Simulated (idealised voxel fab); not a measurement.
Documented hereafter: the process module known as voxel transistor to metal.
The figure presents cross-section cut, which has a width of 170 nm and is divided into square cells with an edge length of 5 nm.
Cross-section, as written here: a square-cell grid given band by band from the top down, where a band holds one or more rows of cells.
First you get the band's top height and its bottom height, in nm, and then the materials it's made of, left to right, with each width in nm. If you see a single material with "all across", that one covers the band edge to edge. "blank" is empty space.
Height 0 is the level under which the wafer as received is all one material. The lowest band goes on downwards, as in "0 down".
Graded width ("30 to 40"): value in top row of band = first number; value in bottom row = second number; row-to-row change constant.
It should be understood that the words "no alteration", when stated for a given step, signify that the cross-section underwent no change in any of its cells during that step.
"Voids lacking openings" contains a list of empty spaces, each no smaller than 8 cells and without an open way to the top, written in the form width x height at distance with the distance from the left edge and all three in nm.
after a step's settings: what the simulator itself notes on the step
overlay nm: right-of-plan distance of the mask on a masked step; negative values mean left-of-plan.

Steps in the process plan
1: RECEIVE, material Si
2: OXIDIZE, depth nm 5
3: CONFORMAL_DEP, material SiN, thk nm 15
4: PATTERN, tone cover, mask id ACTIVE, material resist, width nm 110, thk nm 15, overlay nm 0
5: DIRECTIONAL_ETCH, etch materials SiN, depth nm 15
6: DIRECTIONAL_ETCH, etch materials SiO2, depth nm 5
7: DIRECTIONAL_ETCH, etch materials Si, depth nm 25
8: STRIP, etch materials resist
9: FILL_DEP, material SiO2, thk nm 15
10: CMP, height nm 15
11: SELECTIVE_ETCH, etch materials SiO2, depth nm 10
12: STRIP, etch materials SiN
13: SELECTIVE_ETCH, etch materials SiO2, depth nm 5
14: OXIDIZE, depth nm 5
15: DIRECTIONAL_DEP, material polySi, thk nm 30
16: DIRECTIONAL_DEP, material SiCN, thk nm 10
17: MASKED_ETCH, tone cover, mask id GATE, width nm 20, etch materials SiCN, depth nm 20, overlay nm 0
18: MASKED_ETCH, tone cover, mask id GATE, width nm 20, etch materials polySi, depth nm 40, overlay nm 0
19: CONFORMAL_DEP, material SiO2, thk nm 5
20: DIRECTIONAL_ETCH, etch materials SiO2, depth nm 5
21: CONFORMAL_DEP, material SiN, thk nm 5
22: DIRECTIONAL_ETCH, etch materials SiN, depth nm 5
23: DIRECTIONAL_ETCH, etch materials SiO2, depth nm 5
24: DIRECTIONAL_ETCH, etch materials Si, depth nm 15
25: EPI, material nSi, thk nm 20
26: FILL_DEP, material SiO2, thk nm 5
27: CMP, height nm 35
28: DIRECTIONAL_DEP, material SiO2, thk nm 15
29: PATTERN, tone open, mask id CONTACT, material resist, width nm 30, pitch nm 60, thk nm 15, overlay nm 0
30: DIRECTIONAL_ETCH, etch materials SiO2, depth nm 40
31: STRIP, etch materials resist
32: CONFORMAL_DEP, material TiN, thk nm 5
33: FILL_DEP, material W, thk nm 10
34: CMP, height nm 50
35: DIRECTIONAL_DEP, material TiN, thk nm 5
36: DIRECTIONAL_DEP, material W, thk nm 15
37: PATTERN, tone cover, mask id METAL_1, material resist, width nm 20, pitch nm 70, thk nm 15, overlay nm 0
38: DIRECTIONAL_ETCH, etch materials W, depth nm 15
39: DIRECTIONAL_ETCH, etch materials TiN, depth nm 5
40: STRIP, etch materials resist
41: CONFORMAL_DEP, material SiN, thk nm 5
42: FILL_DEP, material lowk, thk nm 10
43: CMP, height nm 70
44: CONFORMAL_DEP, material SiCN, thk nm 5
45: DIRECTIONAL_DEP, material lowk, thk nm 25
46: DIRECTIONAL_DEP, material aC, thk nm 10
47: PATTERN, tone open, mask id METAL_2_HOLES, material resist, width nm 15, pitch nm 70, thk nm 25, overlay nm 0
48: DIRECTIONAL_ETCH, etch materials aC, depth nm 10
49: STRIP, etch materials resist
50: DIRECTIONAL_ETCH, etch materials lowk, depth nm 25
51: STRIP, etch materials aC
52: MASKED_ETCH, tone open, mask id METAL_2, width nm 20, pitch nm 70, etch materials lowk, depth nm 15, overlay nm 0
53: MASKED_ETCH, tone open, mask id METAL_2, width nm 20, pitch nm 70, etch materials SiCN, depth nm 5, overlay nm 0
54: CONFORMAL_DEP, material TiN, thk nm 5
55: FILL_DEP, material Cu, thk nm 10
56: CMP, height nm 100
57: CONFORMAL_DEP, material SiCN, thk nm 5

Cross-section of the wafer as it came to us, i.e., already through step 1
  0 down  Si all across
  Voids lacking openings: none

As-planned run: cross-section of the first of two wafers at end of module
  105 to 100  SiCN all across
  100 to 90  lowk 40 nm, then TiN 5 nm, then Cu 10 nm, then TiN 5 nm, then lowk 50 nm, then TiN 5 nm, then Cu 10 nm, then TiN 5 nm, then lowk 40 nm
  90 to 85  lowk 40 nm, then TiN 5 nm, then Cu 5 nm, then TiN 10 nm, then lowk 50 nm, then TiN 5 nm, then Cu 5 nm, then TiN 10 nm, then lowk 40 nm
  85 to 75  lowk 40 nm, then TiN 5 nm, then Cu 5 nm, then TiN 5 nm, then lowk 55 nm, then TiN 5 nm, then Cu 5 nm, then TiN 5 nm, then lowk 45 nm
  75 to 70  SiCN 40 nm, then TiN 15 nm, then SiCN 55 nm, then TiN 15 nm, then SiCN 45 nm
  70 to 55  lowk 35 nm, then SiN 5 nm, then W 20 nm, then SiN 5 nm, then lowk 40 nm, then SiN 5 nm, then W 20 nm, then SiN 5 nm, then lowk 35 nm
  55 to 50  SiN 40 nm, then TiN 20 nm, then SiN 50 nm, then TiN 20 nm, then SiN 40 nm
  50 to 40  SiO2 40 nm, then TiN 5 nm, then W 20 nm, then TiN 5 nm, then SiO2 30 nm, then TiN 5 nm, then W 20 nm, then TiN 5 nm, then SiO2 40 nm
  40 to 35  SiO2 40 nm, then TiN 5 nm, then W 15 nm, then TiN 10 nm, then SiO2 30 nm, then TiN 10 nm, then W 15 nm, then TiN 5 nm, then SiO2 40 nm
  35 to 25  SiO2 40 nm, then TiN 5 nm, then W 15 nm, then TiN 5 nm, then SiN 5 nm, then SiO2 5 nm, then SiCN 20 nm, then SiO2 5 nm, then SiN 5 nm, then TiN 5 nm, then W 15 nm, then TiN 5 nm, then SiO2 40 nm
  25 to 15  SiO2 40 nm, then TiN 5 nm, then W 15 nm, then TiN 5 nm, then SiN 5 nm, then SiO2 5 nm, then polySi 20 nm, then SiO2 5 nm, then SiN 5 nm, then TiN 5 nm, then W 15 nm, then TiN 5 nm, then SiO2 40 nm
  15 to 10  SiO2 40 nm, then TiN 25 nm, then SiN 5 nm, then SiO2 5 nm, then polySi 20 nm, then SiO2 5 nm, then SiN 5 nm, then TiN 25 nm, then SiO2 40 nm
  10 to 0  SiO2 25 nm, then nSi 40 nm, then SiN 5 nm, then SiO2 5 nm, then polySi 20 nm, then SiO2 5 nm, then SiN 5 nm, then nSi 40 nm, then SiO2 25 nm
  0 to -5  SiO2 25 nm, then nSi 5 nm, then SiN 5 nm, then nSi 30 nm, then SiN 5 nm, then SiO2 5 nm, then polySi 20 nm, then SiO2 5 nm, then SiN 5 nm, then nSi 30 nm, then SiN 5 nm, then nSi 5 nm, then SiO2 25 nm
  -5 to -10  SiO2 35 nm, then nSi 30 nm, then SiO2 40 nm, then nSi 30 nm, then SiO2 35 nm
  -10 to -25  SiO2 30 nm, then Si 5 nm, then nSi 30 nm, then Si 40 nm, then nSi 30 nm, then Si 5 nm, then SiO2 30 nm
  -25 to -30  SiO2 30 nm, then Si 110 nm, then SiO2 30 nm
  -30 down  Si all across
  Voids lacking openings: none

Now the second wafer, cross-sectioned at the end of the module. Nothing different at the start, nothing different in the plan compared with the first, just one mistake when it was actually run
  105 to 100  SiCN all across
  100 to 90  lowk 40 nm, then TiN 5 nm, then Cu 10 nm, then TiN 5 nm, then lowk 50 nm, then TiN 5 nm, then Cu 10 nm, then TiN 5 nm, then lowk 40 nm
  90 to 85  lowk 40 nm, then TiN 5 nm, then Cu 5 nm, then TiN 10 nm, then lowk 50 nm, then TiN 5 nm, then Cu 5 nm, then TiN 10 nm, then lowk 40 nm
  85 to 75  lowk 40 nm, then TiN 5 nm, then Cu 5 nm, then TiN 5 nm, then lowk 55 nm, then TiN 5 nm, then Cu 5 nm, then TiN 5 nm, then lowk 45 nm
  75 to 70  SiCN 40 nm, then TiN 15 nm, then SiCN 55 nm, then TiN 15 nm, then SiCN 45 nm
  70 to 55  lowk 35 nm, then SiN 5 nm, then W 20 nm, then SiN 5 nm, then lowk 40 nm, then SiN 5 nm, then W 20 nm, then SiN 5 nm, then lowk 35 nm
  55 to 50  SiN 40 nm, then TiN 20 nm, then SiN 50 nm, then TiN 20 nm, then SiN 40 nm
  50 to 40  SiO2 40 nm, then TiN 5 nm, then W 20 nm, then TiN 5 nm, then SiO2 30 nm, then TiN 5 nm, then W 20 nm, then TiN 5 nm, then SiO2 40 nm
  40 to 35  SiO2 40 nm, then TiN 30 nm, then SiO2 30 nm, then TiN 30 nm, then SiO2 40 nm
  35 to 30  SiCN 75 nm, then SiO2 5 nm, then SiN 10 nm, then SiO2 5 nm, then SiCN 75 nm
  30 to 25  polySi 25 nm, then SiCN 50 nm, then SiO2 5 nm, then SiN 10 nm, then SiO2 5 nm, then SiCN 50 nm, then polySi 25 nm
  25 to 0  polySi all across
  0 to -5  SiO2 25 nm, then polySi 120 nm, then SiO2 25 nm
  -5 to -10  SiO2 all across
  -10 to -30  SiO2 30 nm, then Si 110 nm, then SiO2 30 nm
  -30 down  Si all across
  Voids lacking openings: none
Run error: step 17 ran differently from the plan; actual operation with settings: MASKED_ETCH, tone open, mask id GATE, width nm 20, etch materials SiCN, depth nm 20, overlay nm 0
Wafer comparison, final, in cells, second relative to first, materials more or fewer: Si +36, SiCN +42, SiN -14, SiO2 -100, TiN -20, W -30, nSi -94, polySi +180
